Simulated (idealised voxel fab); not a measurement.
Proc. module: voxel self aligned vias
Cross-section cut spans 215 nm and uses square cells 5 nm in size.
Notation: cross-section as square-cell grid; stated in bands, top first, going down; one or more cell rows per band. In this notation a band is specified by the heights of its top and bottom, in that order and in nm, after which its materials appear from left to right, each paired with its width in nm. The word "full width" attached to a single material means that material fills the band from edge to edge; the word "blank" stands for empty space. Convention: height 0 is the level below which the wafer, as received, is all one material. The lowest band does not terminate at the bottom but continues downward, represented as "top 0, no bottom". Graded width ("30 to 40"): value in top row of band = first number; value in bottom row = second number; row-to-row change constant. Step note "no change occurred" = no cross-section cell changed. Enclosed voids (no open way to top), threshold 8 cells or more, entry "Completely sealed voids", notation width x height at distance, distance from left edge, nm. What comes after the settings on a step's line is commentary from the simulator itself on that step. overlay nm: where the mask lay relative to plan, measured to the right, on steps with a mask; negatives go left.

So here's the lineup of process steps we planned
1) op RECEIVE | material Si
2) op CONFORMAL_DEP | material SiO2 | thk nm 15
3) op CONFORMAL_DEP | material SiCN | thk nm 5
4) op DIRECTIONAL_DEP | material lowk | thk nm 30
5) op PATTERN | tone open | mask id LINES | material resist | width nm 30 | pitch nm 70 | thk nm 15 | overlay nm 0
6) op DIRECTIONAL_ETCH | etch materials lowk | depth nm 30
7) op STRIP | etch materials resist
8) op CONFORMAL_DEP | material TiN | thk nm 5
9) op FILL_DEP | material W | thk nm 10
10) op CMP | height nm 50
11) op SELECTIVE_ETCH | etch materials W Ru TiN | depth nm 5
12) op FILL_DEP | material SiN | thk nm 5
13) op CMP | height nm 50
14) op DIRECTIONAL_DEP | material lowk | thk nm 15
15) op MASKED_ETCH | tone open | mask id VIAS | width nm 50 | pitch nm 70 | etch materials lowk | depth nm 15 | overlay nm 0
16) op MASKED_ETCH | tone open | mask id VIAS | width nm 50 | pitch nm 70 | etch materials SiN | depth nm 5 | overlay nm 0
17) op CONFORMAL_DEP | material TiN | thk nm 5
18) op FILL_DEP | material W | thk nm 5
19) op CMP | height nm 65
20) op CONFORMAL_DEP | material SiCN | thk nm 5

Cross-section of the wafer at receipt, which is the condition after step 1
  top 0, no bottom: Si full width
  Completely sealed voids: none

First of two wafers, end-of-module section, run followed plan
  top 70, bottom 65: SiCN full width
  top 65, bottom 55: lowk: 45, TiN: 5, W: 40, TiN: 5, lowk: 20, TiN: 5, W: 40, TiN: 5, lowk: 50
  top 55, bottom 50: lowk: 45, TiN: 15, W: 20, TiN: 15, lowk: 20, TiN: 15, W: 20, TiN: 15, lowk: 50
  top 50, bottom 45: lowk: 55, TiN: 30, lowk: 40, TiN: 30, lowk: 60
  top 45, bottom 25: lowk: 55, TiN: 5, W: 20, TiN: 5, lowk: 40, TiN: 5, W: 20, TiN: 5, lowk: 60
  top 25, bottom 20: lowk: 55, TiN: 30, lowk: 40, TiN: 30, lowk: 60
  top 20, bottom 15: SiCN full width
  top 15, bottom 0: SiO2 full width
  top 0, no bottom: Si full width
  Completely sealed voids: none

Same start, same plan as the first wafer - but one mistake in the run. Cross-section of the second of the two at the end of the module
  top 70, bottom 65: SiCN full width
  top 65, bottom 50: lowk: 45, TiN: 10, lowk: 30, TiN: 10, lowk: 20, TiN: 10, lowk: 30, TiN: 10, lowk: 50
  top 50, bottom 45: lowk: 55, SiN: 30, lowk: 40, SiN: 30, lowk: 60
  top 45, bottom 25: lowk: 55, TiN: 5, W: 20, TiN: 5, lowk: 40, TiN: 5, W: 20, TiN: 5, lowk: 60
  top 25, bottom 20: lowk: 55, TiN: 30, lowk: 40, TiN: 30, lowk: 60
  top 20, bottom 15: SiCN full width
  top 15, bottom 0: SiO2 full width
  top 0, no bottom: Si full width
  Completely sealed voids: none
Deviation noted in wafer processing: steps 14 and 15 traded places in the executed sequence
Final tally in cells, some materials are higher or lower on the second wafer than on the first: +12 SiN | -8 TiN | -40 W | +36 lowk
